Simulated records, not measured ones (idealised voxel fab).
Process module in this document: voxel transistor to metal
Section cut is 195 nm wide and gridded with 5 nm square cells.
Cross-section format: a grid of square cells, given as bands from top to bottom; each band is one or more rows of cells.
For a band, the entry starts with two heights in nm, that of the top and then that of the bottom, and carries on with the band's materials in order from left to right, each alongside its width in nm; the word "full width" beside a single material means it fills the band edge to edge, and "blank" means empty space.
Height datum 0, below which the as-received substrate wafer is one material. Lowest band open at the bottom, running downward: "0 nm and below".
You'd read "30->40" like this: the band's top row of cells is as wide as the first number, its bottom row is as wide as the second, and going down, every row changes width by the same amount as the row before did.
The cross-section has no changed cell in any step marked "remains unaltered".
Heads up: "Enclosed void list" only lists the empty pockets with no open path to the top that are 8 cells or more, and it writes them as width x height at distance, distance from the left edge, in nm.
Post-settings text on a step line: simulator's own remark regarding the step.
Each step line may optionally specify "overlay nm", which for a step with a mask gives the rightward distance between the mask's planned place and where it lay, a negative value indicating the leftward direction.
Here's what the planned process steps look like
1 RECEIVE,material Si
2 CONFORMAL_DEP,material SiO2,thk nm 5
3 CONFORMAL_DEP,material SiN,thk nm 10
4 PATTERN,tone cover,mask id ACTIVE,material resist,width nm 125,thk nm 15,overlay nm 0
5 DIRECTIONAL_ETCH,etch materials SiN,depth nm 10
6 DIRECTIONAL_ETCH,etch materials SiO2,depth nm 5
7 DIRECTIONAL_ETCH,etch materials Si,depth nm 20
8 STRIP,etch materials resist
9 OXIDIZE,depth nm 5
10 FILL_DEP,material SiO2,thk nm 5
11 CMP,height nm 15
12 SELECTIVE_ETCH,etch materials SiO2,depth nm 10
13 STRIP,etch materials SiN
14 SELECTIVE_ETCH,etch materials SiO2,depth nm 5
15 OXIDIZE,depth nm 5
16 DIRECTIONAL_DEP,material polySi,thk nm 30
17 DIRECTIONAL_DEP,material SiCN,thk nm 15
18 PATTERN,tone cover,mask id GATE,material resist,width nm 35,thk nm 15,overlay nm 0
19 DIRECTIONAL_ETCH,etch materials SiCN,depth nm 25
20 DIRECTIONAL_ETCH,etch materials polySi,depth nm 40
21 STRIP,etch materials resist
22 CONFORMAL_DEP,material SiO2,thk nm 5
23 DIRECTIONAL_ETCH,etch materials SiO2,depth nm 5
24 CONFORMAL_DEP,material SiN,thk nm 5
25 DIRECTIONAL_ETCH,etch materials SiN,depth nm 5
26 DIRECTIONAL_ETCH,etch materials SiO2,depth nm 5
27 DIRECTIONAL_ETCH,etch materials Si,depth nm 15
28 EPI,material SiGe,thk nm 20
29 FILL_DEP,material SiO2,thk nm 5
30 CMP,height nm 30
31 STRIP,etch materials polySi
32 SELECTIVE_ETCH,etch materials SiO2,depth nm 5
33 CONFORMAL_DEP,material HfO2,thk nm 5
34 CONFORMAL_DEP,material TiN,thk nm 5
35 FILL_DEP,material W,thk nm 10
36 CMP,height nm 25
37 DIRECTIONAL_DEP,material SiO2,thk nm 10
38 DIRECTIONAL_DEP,material aC,thk nm 15
39 PATTERN,tone open,mask id CONTACT,material resist,width nm 15,pitch nm 90,thk nm 30,overlay nm 0
40 DIRECTIONAL_ETCH,etch materials aC,depth nm 15
41 STRIP,etch materials resist
42 DIRECTIONAL_ETCH,etch materials SiO2,depth nm 35
43 STRIP,etch materials aC
44 CONFORMAL_DEP,material TiN,thk nm 5
45 FILL_DEP,material Ru,thk nm 5
46 CMP,height nm 35
47 DIRECTIONAL_DEP,material TiN,thk nm 5
48 DIRECTIONAL_DEP,material W,thk nm 15
49 PATTERN,tone cover,mask id METAL_1,material resist,width nm 15,pitch nm 90,thk nm 15,overlay nm 0
50 DIRECTIONAL_ETCH,etch materials W,depth nm 15
51 DIRECTIONAL_ETCH,etch materials TiN,depth nm 5
52 STRIP,etch materials resist
53 FILL_DEP,material lowk,thk nm 10
54 CMP,height nm 55
55 CONFORMAL_DEP,material SiN,thk nm 5
Shown in cross-section is the wafer as received, that is, as it stands after step 1
> 0 nm and below  Si full width
> Enclosed void list: none
The first of the two wafers as seen in cross-section once the module was finished; processing followed the plan
> 60 nm to 55 nm  SiN full width
> 55 nm to 40 nm  lowk 45 nm | W 15 nm | lowk 75 nm | W 15 nm | lowk 45 nm
> 40 nm to 35 nm  lowk 45 nm | TiN 15 nm | lowk 75 nm | TiN 15 nm | lowk 45 nm
> 35 nm to 25 nm  SiO2 45 nm | TiN 5 nm | Ru 5 nm | TiN 5 nm | SiO2 75 nm | TiN 5 nm | Ru 5 nm | TiN 5 nm | SiO2 45 nm
> 25 nm to 20 nm  SiO2 45 nm | TiN 5 nm | Ru 5 nm | TiN 5 nm | SiO2 10 nm | SiN 5 nm | HfO2 5 nm | TiN 5 nm | W 25 nm | TiN 5 nm | HfO2 5 nm | SiN 5 nm | SiO2 10 nm | TiN 5 nm | Ru 5 nm | TiN 5 nm | SiO2 45 nm
> 20 nm to 15 nm  SiO2 45 nm | TiN 15 nm | SiO2 10 nm | SiN 5 nm | HfO2 5 nm | TiN 5 nm | W 25 nm | TiN 5 nm | HfO2 5 nm | SiN 5 nm | SiO2 10 nm | TiN 15 nm | SiO2 45 nm
> 15 nm to 5 nm  SiO2 45 nm | TiN 5 nm | SiGe 20 nm | SiN 5 nm | HfO2 5 nm | TiN 5 nm | W 25 nm | TiN 5 nm | HfO2 5 nm | SiN 5 nm | SiGe 20 nm | TiN 5 nm | SiO2 45 nm
> 5 nm to 0 nm  SiO2 45 nm | TiN 5 nm | SiGe 20 nm | SiN 5 nm | HfO2 5 nm | TiN 35 nm | HfO2 5 nm | SiN 5 nm | SiGe 20 nm | TiN 5 nm | SiO2 45 nm
> 0 nm to -5 nm  SiO2 35 nm | SiGe 35 nm | SiO2 5 nm | HfO2 45 nm | SiO2 5 nm | SiGe 35 nm | SiO2 35 nm
> -5 nm to -20 nm  SiO2 40 nm | SiGe 30 nm | Si 55 nm | SiGe 30 nm | SiO2 40 nm
> -20 nm to -25 nm  SiO2 40 nm | Si 115 nm | SiO2 40 nm
> -25 nm and below  Si full width
> Enclosed void list: none
The second wafer, shown in cross-section after the module: started the same way as the first and given the same plan, yet one mistake crept into how it was run
> 60 nm to 55 nm  SiN full width
> 55 nm to 40 nm  lowk 45 nm | W 15 nm | lowk 75 nm | W 15 nm | lowk 45 nm
> 40 nm to 35 nm  lowk 45 nm | TiN 15 nm | lowk 75 nm | TiN 15 nm | lowk 45 nm
> 35 nm to 25 nm  SiO2 45 nm | TiN 5 nm | Ru 5 nm | TiN 5 nm | SiO2 75 nm | TiN 5 nm | Ru 5 nm | TiN 5 nm | SiO2 45 nm
> 25 nm to 20 nm  SiO2 45 nm | TiN 5 nm | Ru 5 nm | TiN 5 nm | SiO2 10 nm | SiN 5 nm | HfO2 5 nm | TiN 5 nm | W 25 nm | TiN 5 nm | HfO2 5 nm | SiN 5 nm | SiO2 10 nm | TiN 5 nm | Ru 5 nm | TiN 5 nm | SiO2 45 nm
> 20 nm to 15 nm  SiO2 45 nm | TiN 15 nm | SiO2 10 nm | SiN 5 nm | HfO2 5 nm | TiN 5 nm | W 25 nm | TiN 5 nm | HfO2 5 nm | SiN 5 nm | SiO2 10 nm | TiN 15 nm | SiO2 45 nm
> 15 nm to 5 nm  SiO2 45 nm | TiN 5 nm | SiGe 20 nm | SiN 5 nm | HfO2 5 nm | TiN 5 nm | W 25 nm | TiN 5 nm | HfO2 5 nm | SiN 5 nm | SiGe 20 nm | TiN 5 nm | SiO2 45 nm
> 5 nm to 0 nm  SiO2 35 nm | SiGe 35 nm | SiN 5 nm | HfO2 5 nm | TiN 35 nm | HfO2 5 nm | SiN 5 nm | SiGe 35 nm | SiO2 35 nm
> 0 nm to -5 nm  SiO2 25 nm | SiN 10 nm | SiGe 35 nm | SiO2 5 nm | HfO2 45 nm | SiO2 5 nm | SiGe 35 nm | SiN 10 nm | SiO2 25 nm
> -5 nm to -10 nm  SiO2 25 nm | SiN 10 nm | SiO2 10 nm | SiGe 25 nm | Si 55 nm | SiGe 25 nm | SiO2 10 nm | SiN 10 nm | SiO2 25 nm
> -10 nm to -15 nm  SiO2 45 nm | SiGe 25 nm | Si 55 nm | SiGe 25 nm | SiO2 45 nm
> -15 nm to -20 nm  SiO2 40 nm | Si 5 nm | SiGe 25 nm | Si 55 nm | SiGe 25 nm | Si 5 nm | SiO2 40 nm
> -20 nm to -25 nm  SiO2 40 nm | Si 115 nm | SiO2 40 nm
> -25 nm and below  Si full width
> Enclosed void list: none
Which mistake was made when the wafer was run? steps 12 and 13 swapped
The second wafer ends with more or fewer cells of some materials than the first, per final count: 2 more of Si, 8 more of SiN, 8 fewer of SiO2, 2 fewer of TiN
